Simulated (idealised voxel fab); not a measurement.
Herein follows the process module entitled voxel capacitor over wiring.
Section cut is 255 nm wide and gridded with 5 nm square cells.
Throughout this document, each cross-section is represented as a grid of square cells and is presented as a sequence of bands enumerated from the top downward, where a band comprises one or more rows of cells. Per band: top height and bottom height in nm, followed by the left-to-right materials and their widths in nm; "all across" marks a single material spanning edge to edge, "air" marks empty space. Below 0: as-received wafer, all one material; heights counted from there. Lowest band: no bottom, goes on down, written "0 nm and below". Think of "30->40" as a width that walks from the first number to the second as you go down the band, top row to bottom row, taking equal-sized steps from row to row. It should be understood that the words "all unchanged", when stated for a given step, signify that the cross-section underwent no change in any of its cells during that step. Enclosed voids (no open way to top), threshold 8 cells or more, entry "Sealed void list", notation width x height at distance, distance from left edge, nm. Step line, after settings: the simulator's comment on this step. overlay nm: how far to the right of its planned place the mask lay on this masked step (negative: to the left).

**So here's the lineup of process steps we planned**
step 1: RECEIVE,material Si
step 2: CONFORMAL_DEP,material SiO2,thk nm 15
step 3: DIRECTIONAL_DEP,material TiN,thk nm 5
step 4: DIRECTIONAL_DEP,material W,thk nm 15
step 5: PATTERN,tone cover,mask id METAL_1,material resist,width nm 20,pitch nm 70,thk nm 15,overlay nm 0
step 6: DIRECTIONAL_ETCH,etch materials W,depth nm 15
step 7: DIRECTIONAL_ETCH,etch materials TiN,depth nm 5
step 8: STRIP,etch materials resist
step 9: CONFORMAL_DEP,material SiN,thk nm 5
step 10: FILL_DEP,material lowk,thk nm 10
step 11: CMP,height nm 35
step 12: CONFORMAL_DEP,material SiCN,thk nm 5
step 13: DIRECTIONAL_DEP,material lowk,thk nm 20
step 14: DIRECTIONAL_DEP,material aC,thk nm 10
step 15: PATTERN,tone open,mask id PLUG_1,material resist,width nm 15,thk nm 25,overlay nm 0
step 16: DIRECTIONAL_ETCH,etch materials aC,depth nm 10
step 17: STRIP,etch materials resist
step 18: DIRECTIONAL_ETCH,etch materials lowk,depth nm 20
step 19: DIRECTIONAL_ETCH,etch materials SiCN,depth nm 5
step 20: STRIP,etch materials aC
step 21: CONFORMAL_DEP,material TiN,thk nm 5
step 22: FILL_DEP,material Ru,thk nm 10
step 23: CMP,height nm 60
step 24: DIRECTIONAL_DEP,material TiN,thk nm 10
step 25: DIRECTIONAL_DEP,material SiN,thk nm 5
step 26: DIRECTIONAL_DEP,material TiN,thk nm 5
step 27: PATTERN,tone cover,mask id UPPER_PLATE,material resist,width nm 55,thk nm 20,overlay nm 0
step 28: DIRECTIONAL_ETCH,etch materials TiN,depth nm 5
step 29: DIRECTIONAL_ETCH,etch materials SiN,depth nm 5
step 30: STRIP,etch materials resist
step 31: MASKED_ETCH,tone cover,mask id LOWER_PLATE,width nm 65,etch materials TiN,depth nm 10,overlay nm 0
step 32: FILL_DEP,material SiO2,thk nm 15
step 33: CMP,height nm 90
step 34: DIRECTIONAL_DEP,material aC,thk nm 15
step 35: PATTERN,tone open,mask id PLUG_2,material resist,width nm 15,thk nm 30,overlay nm 0
step 36: DIRECTIONAL_ETCH,etch materials aC,depth nm 15
step 37: STRIP,etch materials resist
step 38: DIRECTIONAL_ETCH,etch materials SiO2,depth nm 10
step 39: STRIP,etch materials aC
step 40: CONFORMAL_DEP,material TiN,thk nm 5
step 41: FILL_DEP,material Ru,thk nm 5
step 42: CMP,height nm 90
step 43: CONFORMAL_DEP,material SiCN,thk nm 5
All wafers enter the flow in the same state. The thk nm at step 25 differs from wafer to wafer, and the plan gives the value for the first wafer.

**Cross-section: the first of several wafers in its as-received state, i.e. following step 1**
	0 nm and below  Si all across
	Sealed void list: none

**Quick key for the table: a row per wafer, taken at the end of the module. For each material it tells you how many cells the wafer gained (+) or lost (-) since it came in, and the closed voids come after**
thk nm 5 | +5 Ru | +99 SiCN | +66 SiN | +405 SiO2 | +61 TiN | +24 W | +309 lowk | Sealed void list: none
thk nm 10 | +4 Ru | +99 SiCN | +117 SiN | +281 SiO2 | +135 TiN | +24 W | +309 lowk | Sealed void list: none
thk nm 15 | +4 Ru | +99 SiCN | +168 SiN | +233 SiO2 | +132 TiN | +24 W | +309 lowk | Sealed void list: none
thk nm 20 | +4 Ru | +99 SiCN | +219 SiN | +193 SiO2 | +121 TiN | +24 W | +309 lowk | Sealed void list: none
